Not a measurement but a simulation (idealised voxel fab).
You're looking at the process module voxel local oxidation.
FYI the section here is cut, 230 nm wide, cells are 5 nm squares.
Think of the cross-section as a grid of square cells. We describe it in bands, top to bottom, and each band covers one or more rows of those cells.
It is stipulated that each band's entry specify, in nanometres, the height of the top of the band and then that of its bottom, followed by the materials of the band in left-to-right sequence, each together with its width in nanometres. A single material marked by the word "edge to edge" is understood to fill the band from edge to edge; the word "blank" is understood to denote empty space.
Heights are measured from 0, the level below which the as-received wafer is all one material; the lowest band has no bottom and continues downward, written as in "0 nm and below".
It should be noted that a width expressed as "30->40" varies in equal increments from row to row of cells within the band, taking the value of the first number at the top row and that of the second number at the bottom row.
The cross-section has no changed cell in any step marked "no change".
"Unvented voids": empty spaces of 8 cells or more with no open way to the top, each given as width x height at distance, distance from the left edge, all in nm.
Whatever follows a step's settings on its line is a remark the simulator itself makes about that step.
Steps that use a mask can have "overlay nm" on their line. It says how far the mask sat to the right of where it was meant to be. Negative means to the left.

## Steps in the process plan
1) RECEIVE (material Si)
2) CONFORMAL_DEP (material SiO2; thk nm 5)
3) CONFORMAL_DEP (material SiN; thk nm 15)
4) PATTERN (tone cover; mask id ACTIVE; material resist; width nm 80; thk nm 15; overlay nm 0)
5) DIRECTIONAL_ETCH (etch materials SiN; depth nm 15)
6) STRIP (etch materials resist)
7) SELECTIVE_ETCH (etch materials SiO2; depth nm 5)
8) OXIDIZE (depth nm 10)
9) STRIP (etch materials SiN)
Wafers differ in width nm at step 4; plan lists the first wafer's value; identical starting state.

## Cross-section of the first of several wafers as received (after step 1)
    0 nm and below: Si edge to edge
    Unvented voids: none

## End of the module, past its last step, step 9: how the first of several wafers looks in cross-section
    5 nm to 0 nm: blank 80 nm, SiO2 70 nm, blank 80 nm
    0 nm to -10 nm: SiO2 90 nm, Si 50 nm, SiO2 90 nm
    -10 nm and below: Si edge to edge
    Unvented voids: none

## A cross-section through the last wafer at the close of the module
    5 nm to 0 nm: blank 70 nm, SiO2 95 nm, blank 65 nm
    0 nm to -10 nm: SiO2 80 nm, Si 75 nm, SiO2 75 nm
    -10 nm and below: Si edge to edge
    Unvented voids: none

## Each row below is a wafer at the end of the module, listing for every material the number of cells it has gained (+) or lost (-) since it was received, followed by its closed voids
width nm 80, -72 Si, +86 SiO2, Unvented voids: none
width nm 85, -70 Si, +85 SiO2, Unvented voids: none
width nm 90, -68 Si, +84 SiO2, Unvented voids: none
width nm 95, -66 Si, +83 SiO2, Unvented voids: none
width nm 100, -64 Si, +82 SiO2, Unvented voids: none
width nm 105, -62 Si, +81 SiO2, Unvented voids: none
